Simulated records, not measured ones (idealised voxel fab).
process module | voxel quadruple lines
cross-section cut | 260 nm wide | cells 5 nm
A cross-section is a grid of square cells, given in bands from the top down. A band is one or more rows of cells.
Each band's line starts with the height of the band's top and of its bottom, in nm. Then come its materials from left to right, each with its width in nm. One material with "throughout" fills the band from edge to edge. "air" is empty space.
Height 0 is the level under which the wafer as received is all one material. The lowest band goes on downwards, as in "0 down".
A width such as "30 to 40" changes by the same amount from each row of cells to the next, from the band's top row to its bottom row.
"no change" after a step means that no cell of the cross-section changed.
closed voids: empty space of 8 cells or more with no open way to the top, each as width x height at its distance from the left edge, in nm
after a step's settings: what the simulator itself notes on the step
overlay nm, on a step with a mask: how far to the right of its planned place the mask lay; to the left if negative
plan
1 op RECEIVE | material Si
2 op CONFORMAL_DEP | material SiO2 | thk nm 10
3 op DIRECTIONAL_DEP | material Ru | thk nm 10
4 op DIRECTIONAL_DEP | material polySi | thk nm 20
5 op DIRECTIONAL_DEP | material aC | thk nm 20
6 op PATTERN | tone cover | mask id MANDREL | material resist | width nm 35 | pitch nm 100 | thk nm 30 | overlay nm 0
7 op DIRECTIONAL_ETCH | etch materials aC | depth nm 20
8 op STRIP | etch materials resist
9 op CONFORMAL_DEP | material SiO2 | thk nm 15
10 op DIRECTIONAL_ETCH | etch materials SiO2 | depth nm 15
11 op STRIP | etch materials aC
12 op DIRECTIONAL_ETCH | etch materials polySi | depth nm 20
13 op STRIP | etch materials SiO2
14 op CONFORMAL_DEP | material SiCN | thk nm 10
15 op DIRECTIONAL_ETCH | etch materials SiCN | depth nm 10
16 op STRIP | etch materials polySi
17 op DIRECTIONAL_ETCH | etch materials Ru | depth nm 10
18 op STRIP | etch materials SiCN
19 op FILL_DEP | material lowk | thk nm 5
20 op CMP | height nm 20
first wafer, as planned
as received, after step 1
  0 down: Si throughout
  closed voids: none
after step 2
  10 to 0: SiO2 throughout
  below 0: unchanged
after step 3
  20 to 10: Ru throughout
  below 10: unchanged
after step 4
  40 to 20: polySi throughout
  below 20: unchanged
after step 5
  60 to 40: aC throughout
  below 40: unchanged
after step 6
  90 to 60: air 60 | resist 35 | air 65 | resist 35 | air 65
  below 60: unchanged
after step 7
  70 to 60: air 60 | resist 35 | air 65 | resist 35 | air 65
  60 to 40: air 60 | aC 35 | air 65 | aC 35 | air 65
  below 40: unchanged
after step 8
  60 to 40: air 60 | aC 35 | air 65 | aC 35 | air 65
  below 40: unchanged
after step 9
  75 to 60: air 45 | SiO2 65 | air 35 | SiO2 65 | air 50
  60 to 55: air 45 | SiO2 15 | aC 35 | SiO2 15 | air 35 | SiO2 15 | aC 35 | SiO2 15 | air 50
  55 to 40: SiO2 60 | aC 35 | SiO2 65 | aC 35 | SiO2 65
  below 40: unchanged
after step 10
  60 to 40: air 45 | SiO2 15 | aC 35 | SiO2 15 | air 35 | SiO2 15 | aC 35 | SiO2 15 | air 50
  below 40: unchanged
after step 11
  60 to 40: air 45 | SiO2 15 | air 35 | SiO2 15 | air 35 | SiO2 15 | air 35 | SiO2 15 | air 50
  below 40: unchanged
after step 12
  60 to 40: air 45 | SiO2 15 | air 35 | SiO2 15 | air 35 | SiO2 15 | air 35 | SiO2 15 | air 50
  40 to 20: air 45 | polySi 15 | air 35 | polySi 15 | air 35 | polySi 15 | air 35 | polySi 15 | air 50
  below 20: unchanged
after step 13
  40 to 20: air 45 | polySi 15 | air 35 | polySi 15 | air 35 | polySi 15 | air 35 | polySi 15 | air 50
  below 20: unchanged
after step 14
  50 to 40: air 35 | SiCN 35 | air 15 | SiCN 35 | air 15 | SiCN 35 | air 15 | SiCN 35 | air 40
  40 to 30: air 35 | SiCN 10 | polySi 15 | SiCN 10 | air 15 | SiCN 10 | polySi 15 | SiCN 10 | air 15 | SiCN 10 | polySi 15 | SiCN 10 | air 15 | SiCN 10 | polySi 15 | SiCN 10 | air 40
  30 to 20: SiCN 45 | polySi 15 | SiCN 35 | polySi 15 | SiCN 35 | polySi 15 | SiCN 35 | polySi 15 | SiCN 50
  below 20: unchanged
after step 15
  40 to 20: air 35 | SiCN 10 | polySi 15 | SiCN 10 | air 15 | SiCN 10 | polySi 15 | SiCN 10 | air 15 | SiCN 10 | polySi 15 | SiCN 10 | air 15 | SiCN 10 | polySi 15 | SiCN 10 | air 40
  below 20: unchanged
after step 16
  40 to 20: air 35 | SiCN 10 | air 15 | SiCN 10 | air 15 | SiCN 10 | air 15 | SiCN 10 | air 15 | SiCN 10 | air 15 | SiCN 10 | air 15 | SiCN 10 | air 15 | SiCN 10 | air 40
  below 20: unchanged
after step 17
  40 to 20: air 35 | SiCN 10 | air 15 | SiCN 10 | air 15 | SiCN 10 | air 15 | SiCN 10 | air 15 | SiCN 10 | air 15 | SiCN 10 | air 15 | SiCN 10 | air 15 | SiCN 10 | air 40
  20 to 10: air 35 | Ru 10 | air 15 | Ru 10 | air 15 | Ru 10 | air 15 | Ru 10 | air 15 | Ru 10 | air 15 | Ru 10 | air 15 | Ru 10 | air 15 | Ru 10 | air 40
  below 10: unchanged
after step 18
  20 to 10: air 35 | Ru 10 | air 15 | Ru 10 | air 15 | Ru 10 | air 15 | Ru 10 | air 15 | Ru 10 | air 15 | Ru 10 | air 15 | Ru 10 | air 15 | Ru 10 | air 40
  below 10: unchanged
after step 19
  25 to 20: lowk throughout
  20 to 10: lowk 35 | Ru 10 | lowk 15 | Ru 10 | lowk 15 | Ru 10 | lowk 15 | Ru 10 | lowk 15 | Ru 10 | lowk 15 | Ru 10 | lowk 15 | Ru 10 | lowk 15 | Ru 10 | lowk 40
  below 10: unchanged
after step 20
  20 to 10: lowk 35 | Ru 10 | lowk 15 | Ru 10 | lowk 15 | Ru 10 | lowk 15 | Ru 10 | lowk 15 | Ru 10 | lowk 15 | Ru 10 | lowk 15 | Ru 10 | lowk 15 | Ru 10 | lowk 40
  below 10: unchanged
second wafer: like start, like plan, one mistake. Through step 16 it matches the first wafer
when step 17 should have ended
  40 to 20: air 35 | SiCN 10 | air 15 | SiCN 10 | air 15 | SiCN 10 | air 15 | SiCN 10 | air 15 | SiCN 10 | air 15 | SiCN 10 | air 15 | SiCN 10 | air 15 | SiCN 10 | air 40
  20 to 10: air 35 | Ru 10 | air 15 | Ru 10 | air 15 | Ru 10 | air 15 | Ru 10 | air 15 | Ru 10 | air 15 | Ru 10 | air 15 | Ru 10 | air 15 | Ru 10 | air 40
  below 10: unchanged
when step 18 should have ended
  20 to 10: air 35 | Ru 10 | air 15 | Ru 10 | air 15 | Ru 10 | air 15 | Ru 10 | air 15 | Ru 10 | air 15 | Ru 10 | air 15 | Ru 10 | air 15 | Ru 10 | air 40
  below 10: unchanged
when step 19 should have ended
  25 to 20: lowk throughout
  20 to 10: lowk 35 | Ru 10 | lowk 15 | Ru 10 | lowk 15 | Ru 10 | lowk 15 | Ru 10 | lowk 15 | Ru 10 | lowk 15 | Ru 10 | lowk 15 | Ru 10 | lowk 15 | Ru 10 | lowk 40
  below 10: unchanged
when step 20 should have ended
  20 to 10: lowk 35 | Ru 10 | lowk 15 | Ru 10 | lowk 15 | Ru 10 | lowk 15 | Ru 10 | lowk 15 | Ru 10 | lowk 15 | Ru 10 | lowk 15 | Ru 10 | lowk 15 | Ru 10 | lowk 40
  below 10: unchanged
what went wrong: step 17 was run twice
at the end the two cross-sections are the same: no effect in what this model computes
